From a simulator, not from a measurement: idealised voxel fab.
process module | voxel capacitor over wiring
cross-section cut | 250 nm wide | cells 5 nm
A cross-section is a grid of square cells, given in bands from the top down. A band is one or more rows of cells.
Each band's line starts with the height of the band's top and of its bottom, in nm. Then come its materials from left to right, each with its width in nm. One material with "throughout" fills the band from edge to edge. "air" is empty space.
Height 0 is the level under which the wafer as received is all one material. The lowest band goes on downwards, as in "0 down".
A width such as "30 to 40" changes by the same amount from each row of cells to the next, from the band's top row to its bottom row.
"no change" after a step means that no cell of the cross-section changed.
closed voids: empty space of 8 cells or more with no open way to the top, each as width x height at its distance from the left edge, in nm
after a step's settings: what the simulator itself notes on the step
overlay nm, on a step with a mask: how far to the right of its planned place the mask lay; to the left if negative
plan
1 op RECEIVE | material Si
2 op CONFORMAL_DEP | material SiO2 | thk nm 15
3 op CONFORMAL_DEP | material SiCN | thk nm 5
4 op DIRECTIONAL_DEP | material lowk | thk nm 15
5 op DIRECTIONAL_DEP | material aC | thk nm 15
6 op PATTERN | tone open | mask id METAL_1 | material resist | width nm 30 | pitch nm 90 | thk nm 30 | overlay nm 0
7 op DIRECTIONAL_ETCH | etch materials aC | depth nm 15
8 op STRIP | etch materials resist
9 op DIRECTIONAL_ETCH | etch materials lowk | depth nm 15
10 op DIRECTIONAL_ETCH | etch materials SiCN | depth nm 5
11 op STRIP | etch materials aC
12 op CONFORMAL_DEP | material TiN | thk nm 5
13 op FILL_DEP | material Cu | thk nm 10
14 op CMP | height nm 35
15 op CONFORMAL_DEP | material SiCN | thk nm 5
16 op DIRECTIONAL_DEP | material SiO2 | thk nm 15
17 op MASKED_ETCH | tone open | mask id PLUG_1 | width nm 15 | etch materials SiO2 | depth nm 15 | overlay nm 0
18 op MASKED_ETCH | tone open | mask id PLUG_1 | width nm 15 | etch materials SiCN | depth nm 5 | overlay nm 0
19 op EPI | material Ru | thk nm 10
20 op EPI | material Ru | thk nm 10
21 op DIRECTIONAL_DEP | material TiN | thk nm 10
22 op DIRECTIONAL_DEP | material Al2O3 | thk nm 5
23 op DIRECTIONAL_DEP | material TiN | thk nm 10
24 op MASKED_ETCH | tone cover | mask id UPPER_PLATE | width nm 65 | etch materials TiN | depth nm 10 | overlay nm 0
25 op MASKED_ETCH | tone cover | mask id UPPER_PLATE | width nm 65 | etch materials Al2O3 | depth nm 5 | overlay nm 0
26 op PATTERN | tone cover | mask id LOWER_PLATE | material resist | width nm 75 | thk nm 20 | overlay nm 0
27 op DIRECTIONAL_ETCH | etch materials TiN | depth nm 10
28 op STRIP | etch materials resist
29 op FILL_DEP | material SiO2 | thk nm 15
30 op CMP | height nm 90
31 op PATTERN | tone open | mask id PLUG_2 | material resist | width nm 15 | thk nm 15 | overlay nm 0
32 op DIRECTIONAL_ETCH | etch materials SiO2 | depth nm 10
33 op STRIP | etch materials resist
34 op CONFORMAL_DEP | material TiN | thk nm 5
35 op FILL_DEP | material Ru | thk nm 5
36 op CMP | height nm 90
37 op CONFORMAL_DEP | material SiCN | thk nm 5
as received, after step 1
  0 down: Si throughout
  closed voids: none
first wafer at the end, as planned
  95 to 90: SiCN throughout
  90 to 85: SiO2 90 | TiN 5 | Ru 5 | TiN 5 | SiO2 145
  85 to 80: SiO2 90 | TiN 15 | SiO2 145
  80 to 70: SiO2 80 | TiN 65 | SiO2 105
  70 to 65: SiO2 80 | Al2O3 65 | SiO2 105
  65 to 55: SiO2 75 | TiN 75 | SiO2 100
  55 to 40: SiO2 80 | Ru 15 | SiO2 155
  40 to 35: SiCN 80 | Ru 15 | SiCN 155
  35 to 20: lowk 65 | TiN 5 | Cu 20 | TiN 5 | lowk 60 | TiN 5 | Cu 20 | TiN 5 | lowk 65
  20 to 15: SiCN 65 | TiN 30 | SiCN 60 | TiN 30 | SiCN 65
  15 to 0: SiO2 throughout
  0 down: Si throughout
  closed voids: none
second wafer at the end: like start, like plan, one mistake
  95 to 90: SiCN throughout
  90 to 85: SiO2 90 | TiN 5 | Ru 5 | TiN 5 | SiO2 145
  85 to 80: SiO2 90 | TiN 15 | SiO2 145
  80 to 70: SiO2 80 | TiN 65 | SiO2 105
  70 to 65: SiO2 80 | Al2O3 65 | SiO2 105
  65 to 55: SiO2 75 | TiN 75 | SiO2 100
  55 to 40: SiO2 80 | Ru 15 | SiO2 155
  40 to 35: SiCN 80 | Ru 15 | SiCN 155
  35 to 20: lowk 70 | TiN 5 | Cu 15 | TiN 5 | lowk 65 | TiN 5 | Cu 15 | TiN 5 | lowk 65
  20 to 15: SiCN 70 | TiN 25 | SiCN 65 | TiN 25 | SiCN 65
  15 to 0: SiO2 throughout
  0 down: Si throughout
  closed voids: none
what went wrong: step 6 ran as: op PATTERN | tone open | mask id METAL_1 | material resist | width nm 25 | pitch nm 90 | thk nm 30 | overlay nm 0
at the end the second wafer has, in cells: 6 fewer of Cu | 2 more of SiCN | 2 fewer of TiN | 6 more of lowk
